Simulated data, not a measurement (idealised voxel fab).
process module | voxel quadruple lines
cross-section cut | 215 nm wide | cells 5 nm
A cross-section is a grid of square cells, given in bands from the top down. A band is one or more rows of cells.
Each band's line starts with the height of the band's top and of its bottom, in nm. Then come its materials from left to right, each with its width in nm. One material with "throughout" fills the band from edge to edge. "air" is empty space.
Height 0 is the level under which the wafer as received is all one material. The lowest band goes on downwards, as in "0 down".
A width such as "30 to 40" changes by the same amount from each row of cells to the next, from the band's top row to its bottom row.
"no change" after a step means that no cell of the cross-section changed.
closed voids: empty space of 8 cells or more with no open way to the top, each as width x height at its distance from the left edge, in nm
after a step's settings: what the simulator itself notes on the step
overlay nm, on a step with a mask: how far to the right of its planned place the mask lay; to the left if negative
plan
1 op RECEIVE | material Si
2 op CONFORMAL_DEP | material Al2O3 | thk nm 5
3 op DIRECTIONAL_DEP | material TiN | thk nm 10
4 op DIRECTIONAL_DEP | material polySi | thk nm 15
5 op DIRECTIONAL_DEP | material aC | thk nm 20
6 op PATTERN | tone cover | mask id MANDREL | material resist | width nm 35 | pitch nm 100 | thk nm 25 | overlay nm 0
7 op DIRECTIONAL_ETCH | etch materials aC | depth nm 20
8 op STRIP | etch materials resist
9 op CONFORMAL_DEP | material SiO2 | thk nm 15
10 op DIRECTIONAL_ETCH | etch materials SiO2 | depth nm 15
11 op STRIP | etch materials aC
12 op DIRECTIONAL_ETCH | etch materials polySi | depth nm 15
13 op STRIP | etch materials SiO2
14 op CONFORMAL_DEP | material SiCN | thk nm 10
15 op DIRECTIONAL_ETCH | etch materials SiCN | depth nm 10
16 op STRIP | etch materials polySi
17 op DIRECTIONAL_ETCH | etch materials TiN | depth nm 10
18 op STRIP | etch materials SiCN
19 op FILL_DEP | material lowk | thk nm 10
20 op CMP | height nm 15
first wafer, as planned
as received, after step 1
  0 down: Si throughout
  closed voids: none
after step 2
  5 to 0: Al2O3 throughout
  below 0: unchanged
after step 3
  15 to 5: TiN throughout
  below 5: unchanged
after step 4
  30 to 15: polySi throughout
  below 15: unchanged
after step 5
  50 to 30: aC throughout
  below 30: unchanged
after step 6
  75 to 50: air 40 | resist 35 | air 65 | resist 35 | air 40
  below 50: unchanged
after step 7
  55 to 50: air 40 | resist 35 | air 65 | resist 35 | air 40
  50 to 30: air 40 | aC 35 | air 65 | aC 35 | air 40
  below 30: unchanged
after step 8
  50 to 30: air 40 | aC 35 | air 65 | aC 35 | air 40
  below 30: unchanged
after step 9
  65 to 50: air 25 | SiO2 65 | air 35 | SiO2 65 | air 25
  50 to 45: air 25 | SiO2 15 | aC 35 | SiO2 15 | air 35 | SiO2 15 | aC 35 | SiO2 15 | air 25
  45 to 30: SiO2 40 | aC 35 | SiO2 65 | aC 35 | SiO2 40
  below 30: unchanged
after step 10
  50 to 30: air 25 | SiO2 15 | aC 35 | SiO2 15 | air 35 | SiO2 15 | aC 35 | SiO2 15 | air 25
  below 30: unchanged
after step 11
  50 to 30: air 25 | SiO2 15 | air 35 | SiO2 15 | air 35 | SiO2 15 | air 35 | SiO2 15 | air 25
  below 30: unchanged
after step 12
  50 to 30: air 25 | SiO2 15 | air 35 | SiO2 15 | air 35 | SiO2 15 | air 35 | SiO2 15 | air 25
  30 to 15: air 25 | polySi 15 | air 35 | polySi 15 | air 35 | polySi 15 | air 35 | polySi 15 | air 25
  below 15: unchanged
after step 13
  30 to 15: air 25 | polySi 15 | air 35 | polySi 15 | air 35 | polySi 15 | air 35 | polySi 15 | air 25
  below 15: unchanged
after step 14
  40 to 30: air 15 | SiCN 35 | air 15 | SiCN 35 | air 15 | SiCN 35 | air 15 | SiCN 35 | air 15
  30 to 25: air 15 | SiCN 10 | polySi 15 | SiCN 10 | air 15 | SiCN 10 | polySi 15 | SiCN 10 | air 15 | SiCN 10 | polySi 15 | SiCN 10 | air 15 | SiCN 10 | polySi 15 | SiCN 10 | air 15
  25 to 15: SiCN 25 | polySi 15 | SiCN 35 | polySi 15 | SiCN 35 | polySi 15 | SiCN 35 | polySi 15 | SiCN 25
  below 15: unchanged
after step 15
  30 to 15: air 15 | SiCN 10 | polySi 15 | SiCN 10 | air 15 | SiCN 10 | polySi 15 | SiCN 10 | air 15 | SiCN 10 | polySi 15 | SiCN 10 | air 15 | SiCN 10 | polySi 15 | SiCN 10 | air 15
  below 15: unchanged
after step 16
  30 to 15: air 15 | SiCN 10 | air 15 | SiCN 10 | air 15 | SiCN 10 | air 15 | SiCN 10 | air 15 | SiCN 10 | air 15 | SiCN 10 | air 15 | SiCN 10 | air 15 | SiCN 10 | air 15
  below 15: unchanged
after step 17
  30 to 15: air 15 | SiCN 10 | air 15 | SiCN 10 | air 15 | SiCN 10 | air 15 | SiCN 10 | air 15 | SiCN 10 | air 15 | SiCN 10 | air 15 | SiCN 10 | air 15 | SiCN 10 | air 15
  15 to 5: air 15 | TiN 10 | air 15 | TiN 10 | air 15 | TiN 10 | air 15 | TiN 10 | air 15 | TiN 10 | air 15 | TiN 10 | air 15 | TiN 10 | air 15 | TiN 10 | air 15
  below 5: unchanged
after step 18
  15 to 5: air 15 | TiN 10 | air 15 | TiN 10 | air 15 | TiN 10 | air 15 | TiN 10 | air 15 | TiN 10 | air 15 | TiN 10 | air 15 | TiN 10 | air 15 | TiN 10 | air 15
  below 5: unchanged
after step 19
  25 to 15: lowk throughout
  15 to 5: lowk 15 | TiN 10 | lowk 15 | TiN 10 | lowk 15 | TiN 10 | lowk 15 | TiN 10 | lowk 15 | TiN 10 | lowk 15 | TiN 10 | lowk 15 | TiN 10 | lowk 15 | TiN 10 | lowk 15
  below 5: unchanged
after step 20
  15 to 5: lowk 15 | TiN 10 | lowk 15 | TiN 10 | lowk 15 | TiN 10 | lowk 15 | TiN 10 | lowk 15 | TiN 10 | lowk 15 | TiN 10 | lowk 15 | TiN 10 | lowk 15 | TiN 10 | lowk 15
  below 5: unchanged
second wafer: like start, like plan, one mistake. Through step 14 it matches the first wafer
when step 15 should have ended
  30 to 20: air 25 | polySi 15 | air 35 | polySi 15 | air 35 | polySi 15 | air 35 | polySi 15 | air 25
  20 to 15: air 15 | SiCN 10 | polySi 15 | SiCN 10 | air 15 | SiCN 10 | polySi 15 | SiCN 10 | air 15 | SiCN 10 | polySi 15 | SiCN 10 | air 15 | SiCN 10 | polySi 15 | SiCN 10 | air 15
  below 15: unchanged
when step 16 should have ended
  20 to 15: air 15 | SiCN 10 | air 15 | SiCN 10 | air 15 | SiCN 10 | air 15 | SiCN 10 | air 15 | SiCN 10 | air 15 | SiCN 10 | air 15 | SiCN 10 | air 15 | SiCN 10 | air 15
  below 15: unchanged
when step 17 should have ended
  20 to 15: air 15 | SiCN 10 | air 15 | SiCN 10 | air 15 | SiCN 10 | air 15 | SiCN 10 | air 15 | SiCN 10 | air 15 | SiCN 10 | air 15 | SiCN 10 | air 15 | SiCN 10 | air 15
  15 to 5: air 15 | TiN 10 | air 15 | TiN 10 | air 15 | TiN 10 | air 15 | TiN 10 | air 15 | TiN 10 | air 15 | TiN 10 | air 15 | TiN 10 | air 15 | TiN 10 | air 15
  below 5: unchanged
when step 18 should have ended
  15 to 5: air 15 | TiN 10 | air 15 | TiN 10 | air 15 | TiN 10 | air 15 | TiN 10 | air 15 | TiN 10 | air 15 | TiN 10 | air 15 | TiN 10 | air 15 | TiN 10 | air 15
  below 5: unchanged
when step 19 should have ended
  25 to 15: lowk throughout
  15 to 5: lowk 15 | TiN 10 | lowk 15 | TiN 10 | lowk 15 | TiN 10 | lowk 15 | TiN 10 | lowk 15 | TiN 10 | lowk 15 | TiN 10 | lowk 15 | TiN 10 | lowk 15 | TiN 10 | lowk 15
  below 5: unchanged
when step 20 should have ended
  15 to 5: lowk 15 | TiN 10 | lowk 15 | TiN 10 | lowk 15 | TiN 10 | lowk 15 | TiN 10 | lowk 15 | TiN 10 | lowk 15 | TiN 10 | lowk 15 | TiN 10 | lowk 15 | TiN 10 | lowk 15
  below 5: unchanged
what went wrong: step 15 was run twice
at the end the two cross-sections are the same: no effect in what this model computes
